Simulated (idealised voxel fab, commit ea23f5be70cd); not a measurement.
Herein follows the process module entitled voxel gate over fins.
The figure presents cross-section cut, which has a width of 285 nm and is divided into square cells with an edge length of 5 nm.
For the purposes of this document, a cross-section shall be understood as a grid of square cells, specified as bands listed in top-to-bottom order, each band consisting of one or more rows of cells.
Look at the band entry: it leads with the top's height and the bottom's height in nm. Then it lists the materials left to right, with a width in nm for each. The word "edge to edge" on a single material says that material fills the band edge to edge. The word "blank" is empty space.
Note: height 0 marks the level under which the wafer is uniformly one material as received. Lowest band unbounded below, written "0 nm and below".
You'd read "30..40" like this: the band's top row of cells is as wide as the first number, its bottom row is as wide as the second, and going down, every row changes width by the same amount as the row before did.
Step note "all unchanged" = no cross-section cell changed.
Enclosed voids (no open way to top), threshold 8 cells or more, entry "Enclosed cavities", notation width x height at distance, distance from left edge, nm.
What comes after the settings on a step's line is commentary from the simulator itself on that step.
overlay nm: where the mask lay relative to plan, measured to the right, on steps with a mask; negatives go left.
# Set out below are the planned steps of the process
1. RECEIVE, material Si
2. CONFORMAL_DEP, material SiN, thk nm 5
3. MASKED_ETCH, tone cover, mask id FINS, width nm 15, pitch nm 55, etch materials SiN, depth nm 5, overlay nm 0
4. MASKED_ETCH, tone cover, mask id FINS, width nm 15, pitch nm 55, etch materials Si, depth nm 40, overlay nm 0
5. OXIDIZE, depth nm 5
6. FILL_DEP, material SiO2, thk nm 15
7. CMP, height nm 5
8. MASKED_ETCH, tone open, mask id RAIL, width nm 15, etch materials SiO2, depth nm 40, overlay nm 0
9. CONFORMAL_DEP, material TiN, thk nm 5
10. FILL_DEP, material W, thk nm 5
11. CMP, height nm 5
12. SELECTIVE_ETCH, etch materials W Ru TiN, depth nm 25
13. FILL_DEP, material SiO2, thk nm 5
14. CMP, height nm 5
15. SELECTIVE_ETCH, etch materials SiO2, depth nm 20
16. STRIP, etch materials SiN
17. CONFORMAL_DEP, material HfO2, thk nm 5
18. CONFORMAL_DEP, material TiN, thk nm 5
19. FILL_DEP, material W, thk nm 15
20. CMP, height nm 20
21. CONFORMAL_DEP, material SiCN, thk nm 5
# Cross-section of the incoming wafer, state after step 1
- 0 nm and below: Si edge to edge
- Enclosed cavities: none
# End state of the module in cross-section, given the above starting point and plan and one mistake in execution
- 25 nm to 20 nm: SiCN edge to edge
- 20 nm to 10 nm: W edge to edge
- 10 nm to 5 nm: 45 of W / 25 of TiN / 30 of W / 25 of TiN / 30 of W / 25 of TiN / 30 of W / 25 of TiN / 50 of W
- 5 nm to 0 nm: 45 of W / 5 of TiN / 15 of HfO2 / 5 of TiN / 30 of W / 5 of TiN / 15 of HfO2 / 5 of TiN / 30 of W / 5 of TiN / 15 of HfO2 / 5 of TiN / 30 of W / 5 of TiN / 15 of HfO2 / 5 of TiN / 50 of W
- 0 nm to -5 nm: 45 of W / 5 of TiN / 5 of HfO2 / 5 of Si / 5 of HfO2 / 5 of TiN / 30 of W / 5 of TiN / 5 of HfO2 / 5 of Si / 5 of HfO2 / 5 of TiN / 30 of W / 5 of TiN / 5 of HfO2 / 5 of Si / 5 of HfO2 / 5 of TiN / 30 of W / 5 of TiN / 5 of HfO2 / 5 of Si / 5 of HfO2 / 5 of TiN / 50 of W
- -5 nm to -10 nm: 50 of TiN / 5 of HfO2 / 5 of Si / 5 of HfO2 / 40 of TiN / 5 of HfO2 / 5 of Si / 5 of HfO2 / 40 of TiN / 5 of HfO2 / 5 of Si / 5 of HfO2 / 40 of TiN / 5 of HfO2 / 5 of Si / 5 of HfO2 / 55 of TiN
- -10 nm to -15 nm: 55 of HfO2 / 5 of Si / 50 of HfO2 / 5 of Si / 50 of HfO2 / 5 of Si / 50 of HfO2 / 5 of Si / 60 of HfO2
- -15 nm to -20 nm: 55 of SiO2 / 5 of Si / 50 of SiO2 / 5 of Si / 50 of SiO2 / 5 of Si / 50 of SiO2 / 5 of Si / 60 of SiO2
- -20 nm to -30 nm: 55 of SiO2 / 5 of Si / 10 of SiO2 / 5 of TiN / 5 of W / 5 of TiN / 25 of SiO2 / 5 of Si / 50 of SiO2 / 5 of Si / 50 of SiO2 / 5 of Si / 60 of SiO2
- -30 nm to -35 nm: 55 of SiO2 / 5 of Si / 10 of SiO2 / 15 of TiN / 25 of SiO2 / 5 of Si / 50 of SiO2 / 5 of Si / 50 of SiO2 / 5 of Si / 60 of SiO2
- -35 nm to -45 nm: 55 of SiO2 / 5 of Si / 50 of SiO2 / 5 of Si / 50 of SiO2 / 5 of Si / 50 of SiO2 / 5 of Si / 60 of SiO2
- -45 nm and below: Si edge to edge
- Enclosed cavities: none
What went wrong in running the wafer? step 8 off recipe, ran as MASKED_ETCH, tone open, mask id RAIL, width nm 15, etch materials SiO2, depth nm 40, overlay nm -5
